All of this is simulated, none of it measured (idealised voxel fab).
The name of this process module is voxel self aligned vias.
This is section cut - it's 205 nm across, gridded in 5 nm square cells.
Think of the cross-section as a grid of square cells. We describe it in bands, top to bottom, and each band covers one or more rows of those cells. Top height, bottom height, nm. Materials left to right, width each, nm. Single material + "edge to edge" = fills band edge to edge. "air" = empty. Height 0 is the level under which the wafer as received is all one material. The lowest band goes on downwards, as in "0 down". Width: "30..40" (first number = top row, second number = bottom row, same change from row to row of cells). "remains unaltered", as given for a step, is the statement that not any cell of the cross-section underwent a change during that step. Entry "Enclosed void list". Content: empty spaces with no open connection to the top, size 8 cells or greater. Each: width x height at distance. Distance: from left edge. Unit: nm. Step line, after settings: the simulator's comment on this step. overlay nm: on a step with a mask, how far right of its planned place the mask lay; negative means left.
# The steps planned for the process are as follows
step 1: RECEIVE with material Si
step 2: CONFORMAL_DEP with material SiO2, thk nm 10
step 3: CONFORMAL_DEP with material SiCN, thk nm 5
step 4: DIRECTIONAL_DEP with material SiO2, thk nm 25
step 5: PATTERN with tone open, mask id LINES, material resist, width nm 20, pitch nm 65, thk nm 20, overlay nm 0
step 6: DIRECTIONAL_ETCH with etch materials SiO2, depth nm 25
step 7: STRIP with etch materials resist
step 8: CONFORMAL_DEP with material TiN, thk nm 5
step 9: FILL_DEP with material W, thk nm 10
step 10: CMP with height nm 40
step 11: SELECTIVE_ETCH with etch materials W Ru TiN, depth nm 5
step 12: FILL_DEP with material SiN, thk nm 5
step 13: CMP with height nm 40
step 14: DIRECTIONAL_DEP with material SiO2, thk nm 20
step 15: PATTERN with tone open, mask id VIAS, material resist, width nm 40, pitch nm 130, thk nm 20, overlay nm 0
step 16: DIRECTIONAL_ETCH with etch materials SiO2, depth nm 20
step 17: DIRECTIONAL_ETCH with etch materials SiN, depth nm 5
step 18: STRIP with etch materials resist
step 19: CONFORMAL_DEP with material TiN, thk nm 5
step 20: FILL_DEP with material Ru, thk nm 5
step 21: CMP with height nm 60
step 22: CONFORMAL_DEP with material SiN, thk nm 5
# The cross-section here shows the wafer as received, i.e. in its state after step 1
	0 down  Si edge to edge
	Enclosed void list: none
# Wafer cross-section at module end: first of two, run to plan
	65 to 60  SiN edge to edge
	60 to 45  15 of SiO2, then 5 of TiN, then 30 of Ru, then 5 of TiN, then 90 of SiO2, then 5 of TiN, then 30 of Ru, then 5 of TiN, then 20 of SiO2
	45 to 40  15 of SiO2, then 15 of TiN, then 10 of Ru, then 15 of TiN, then 90 of SiO2, then 15 of TiN, then 10 of Ru, then 15 of TiN, then 20 of SiO2
	40 to 35  25 of SiO2, then 20 of TiN, then 45 of SiO2, then 20 of SiN, then 45 of SiO2, then 20 of TiN, then 30 of SiO2
	35 to 20  25 of SiO2, then 5 of TiN, then 10 of W, then 5 of TiN, then 45 of SiO2, then 5 of TiN, then 10 of W, then 5 of TiN, then 45 of SiO2, then 5 of TiN, then 10 of W, then 5 of TiN, then 30 of SiO2
	20 to 15  25 of SiO2, then 20 of TiN, then 45 of SiO2, then 20 of TiN, then 45 of SiO2, then 20 of TiN, then 30 of SiO2
	15 to 10  SiCN edge to edge
	10 to 0  SiO2 edge to edge
	0 down  Si edge to edge
	Enclosed void list: none
# End-of-module cross-section of the second wafer: identical starting point and process plan to the first, with one processing mistake
	65 to 60  SiN edge to edge
	60 to 45  15 of SiO2, then 5 of TiN, then 30 of Ru, then 5 of TiN, then 90 of SiO2, then 5 of TiN, then 30 of Ru, then 5 of TiN, then 20 of SiO2
	45 to 40  15 of SiO2, then 5 of TiN, then 10 of Ru, then 25 of TiN, then 90 of SiO2, then 5 of TiN, then 10 of Ru, then 25 of TiN, then 20 of SiO2
	40 to 35  15 of SiO2, then 20 of TiN, then 45 of SiO2, then 20 of SiN, then 45 of SiO2, then 20 of TiN, then 40 of SiO2
	35 to 20  15 of SiO2, then 5 of TiN, then 10 of W, then 5 of TiN, then 45 of SiO2, then 5 of TiN, then 10 of W, then 5 of TiN, then 45 of SiO2, then 5 of TiN, then 10 of W, then 5 of TiN, then 40 of SiO2
	20 to 15  15 of SiO2, then 20 of TiN, then 45 of SiO2, then 20 of TiN, then 45 of SiO2, then 20 of TiN, then 40 of SiO2
	15 to 10  SiCN edge to edge
	10 to 0  SiO2 edge to edge
	0 down  Si edge to edge
	Enclosed void list: none
Which mistake was made when the wafer was run? step 5 did not happen as planned, as run it was PATTERN with tone open, mask id LINES, material resist, width nm 20, pitch nm 65, thk nm 20, overlay nm -10
at the end the second wafer has, in cells: as many of each material as the first, in other places
